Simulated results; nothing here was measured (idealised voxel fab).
Name of the process module below: voxel self aligned vias
Pictured: cross-section cut, 215 nm wide, on a grid of 5 nm square cells.
Cross-section layout: square cells on a grid; listed as bands, top to bottom; a band spans one or more cell rows.
Band: top and bottom heights (nm) first, top before bottom; then materials from left to right, widths in nm. "throughout" marks a sole material filling the band edge to edge. "empty" denotes empty space.
For the purposes of this specification, 0 denotes the height below which the wafer in its as-received condition is composed wholly of one material, and the lowermost band, lacking a lower limit, extends downward without end, as expressed in "0 nm and below".
Top row gets the first number, bottom row gets the second, and each row in between changes by the same step: that is how a band width like "30 to 40" works.
Step note "no modification" = no cross-section cell changed.
"Closed cavities" enumerates empty spaces isolated from the top, with no open way to it, that contain at least 8 cells, giving each as width x height at distance from the left edge, all three in nm.
Read whatever lies past the settings on a step's line as the simulator's own remark about the step.
overlay nm: step with mask; distance mask lay right of planned place; negative value = left of planned place.
This section lists the process steps that were planned
1) RECEIVE: material Si
2) CONFORMAL_DEP: material SiO2, thk nm 10
3) CONFORMAL_DEP: material SiCN, thk nm 5
4) DIRECTIONAL_DEP: material SiO2, thk nm 20
5) DIRECTIONAL_DEP: material aC, thk nm 15
6) PATTERN: tone open, mask id LINES, material resist, width nm 20, pitch nm 60, thk nm 30, overlay nm 0
7) DIRECTIONAL_ETCH: etch materials aC, depth nm 15
8) STRIP: etch materials resist
9) DIRECTIONAL_ETCH: etch materials SiO2, depth nm 20
10) STRIP: etch materials aC
11) CONFORMAL_DEP: material TiN, thk nm 5
12) FILL_DEP: material W, thk nm 10
13) CMP: height nm 35
14) SELECTIVE_ETCH: etch materials W Ru TiN, depth nm 10
15) FILL_DEP: material SiN, thk nm 10
16) CMP: height nm 35
17) DIRECTIONAL_DEP: material SiO2, thk nm 15
18) DIRECTIONAL_DEP: material aC, thk nm 10
19) PATTERN: tone open, mask id VIAS, material resist, width nm 30, thk nm 30, overlay nm 0
20) DIRECTIONAL_ETCH: etch materials aC, depth nm 10
21) STRIP: etch materials resist
22) DIRECTIONAL_ETCH: etch materials SiO2, depth nm 15
23) DIRECTIONAL_ETCH: etch materials SiN, depth nm 10
24) STRIP: etch materials aC
25) CONFORMAL_DEP: material TiN, thk nm 5
26) FILL_DEP: material W, thk nm 5
27) CMP: height nm 50
28) CONFORMAL_DEP: material SiN, thk nm 5
As-received state of the wafer in cross-section, equivalent to post-step 1
  0 nm and below  Si throughout
  Closed cavities: none
Look at the cross-section after the module: the wafer started out the way shown above and the plan was the one shown above, yet one mistake was made along the way
  55 nm to 50 nm  SiN throughout
  50 nm to 40 nm  SiO2 60; TiN 5; W 20; TiN 5; SiO2 125
  40 nm to 35 nm  SiO2 60; TiN 15; W 5; TiN 10; SiO2 125
  35 nm to 30 nm  SiO2 70; TiN 5; W 5; TiN 5; SiO2 45; SiN 15; SiO2 70
  30 nm to 25 nm  SiO2 70; TiN 15; SiO2 45; SiN 15; SiO2 70
  25 nm to 20 nm  SiO2 70; TiN 5; W 5; TiN 5; SiO2 45; TiN 5; W 5; TiN 5; SiO2 70
  20 nm to 15 nm  SiO2 70; TiN 15; SiO2 45; TiN 15; SiO2 70
  15 nm to 10 nm  SiCN throughout
  10 nm to 0 nm  SiO2 throughout
  0 nm and below  Si throughout
  Closed cavities: none
Where did the run depart from the plan? step 6 ran as: PATTERN: tone open, mask id LINES, material resist, width nm 15, pitch nm 60, thk nm 30, overlay nm 0
